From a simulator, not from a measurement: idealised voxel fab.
Name of the process module below: voxel quadruple lines
For reference, the cross-section in this document is cut, with width 160 nm and square cells of 5 nm.
Cross-section spec: square-cell grid; bands listed top down; each band is one or more rows. Within each band entry, the heights of the top and of the bottom of the band appear first, in that order and in nm; the materials of the band then follow from left to right, each with its corresponding width in nm. The designation "full width" on a single material indicates that it fills the band from edge to edge; the designation "blank" indicates empty space. Heads up on the height convention: 0 is the point under which the incoming wafer is all one material, and the lowest band has no bottom, it just keeps going down, like "0 and below". You'd read "30..40" like this: the band's top row of cells is as wide as the first number, its bottom row is as wide as the second, and going down, every row changes width by the same amount as the row before did. Step note "no modifications" = no cross-section cell changed. Entry "Completely sealed voids". Content: empty spaces with no open connection to the top, size 8 cells or greater. Each: width x height at distance. Distance: from left edge. Unit: nm. It should be noted that, on the line of a given step, the content following the step's settings is a remark produced by the simulator itself with respect to that step. overlay nm: where the mask lay relative to plan, measured to the right, on steps with a mask; negatives go left.

[Process steps - plan]
1: RECEIVE | material Si
2: CONFORMAL_DEP | material Al2O3 | thk nm 5
3: DIRECTIONAL_DEP | material W | thk nm 10
4: DIRECTIONAL_DEP | material polySi | thk nm 20
5: DIRECTIONAL_DEP | material aC | thk nm 20
6: PATTERN | tone cover | mask id MANDREL | material resist | width nm 20 | pitch nm 60 | thk nm 25 | overlay nm 0
7: DIRECTIONAL_ETCH | etch materials aC | depth nm 20
8: STRIP | etch materials resist
9: CONFORMAL_DEP | material SiO2 | thk nm 10
10: DIRECTIONAL_ETCH | etch materials SiO2 | depth nm 10
11: STRIP | etch materials aC
12: DIRECTIONAL_ETCH | etch materials polySi | depth nm 20
13: STRIP | etch materials SiO2
14: CONFORMAL_DEP | material SiN | thk nm 5
15: DIRECTIONAL_ETCH | etch materials SiN | depth nm 5
16: STRIP | etch materials polySi
17: DIRECTIONAL_ETCH | etch materials W | depth nm 10
18: STRIP | etch materials SiN

[Incoming wafer, cross-sectional view, post step 1]
* 0 and below = Si full width
* Completely sealed voids: none

[As-planned run: cross-section of the first of two wafers at end of module]
* 15 down to 5 = blank 25 nm / W 5 nm / blank 10 nm / W 5 nm / blank 10 nm / W 5 nm / blank 10 nm / W 5 nm / blank 10 nm / W 5 nm / blank 10 nm / W 5 nm / blank 10 nm / W 5 nm / blank 10 nm / W 5 nm / blank 25 nm
* 5 down to 0 = Al2O3 full width
* 0 and below = Si full width
* Completely sealed voids: none

[So this is wafer number two of the two, cut at the end of the module - it started where the first did and had the same plan, we just got one thing wrong running it]
* 15 down to 5 = blank 20 nm / W 5 nm / blank 10 nm / W 5 nm / blank 20 nm / W 5 nm / blank 10 nm / W 10 nm / blank 10 nm / W 5 nm / blank 20 nm / W 5 nm / blank 10 nm / W 5 nm / blank 20 nm
* 5 down to 0 = Al2O3 full width
* 0 and below = Si full width
* Completely sealed voids: none
Which mistake was made when the wafer was run? in deviation from the planned setting, step 6 was conducted as PATTERN | tone cover | mask id MANDREL | material resist | width nm 30 | pitch nm 60 | thk nm 25 | overlay nm 0
Final state: per-material cell counts identical on both wafers; locations differ.
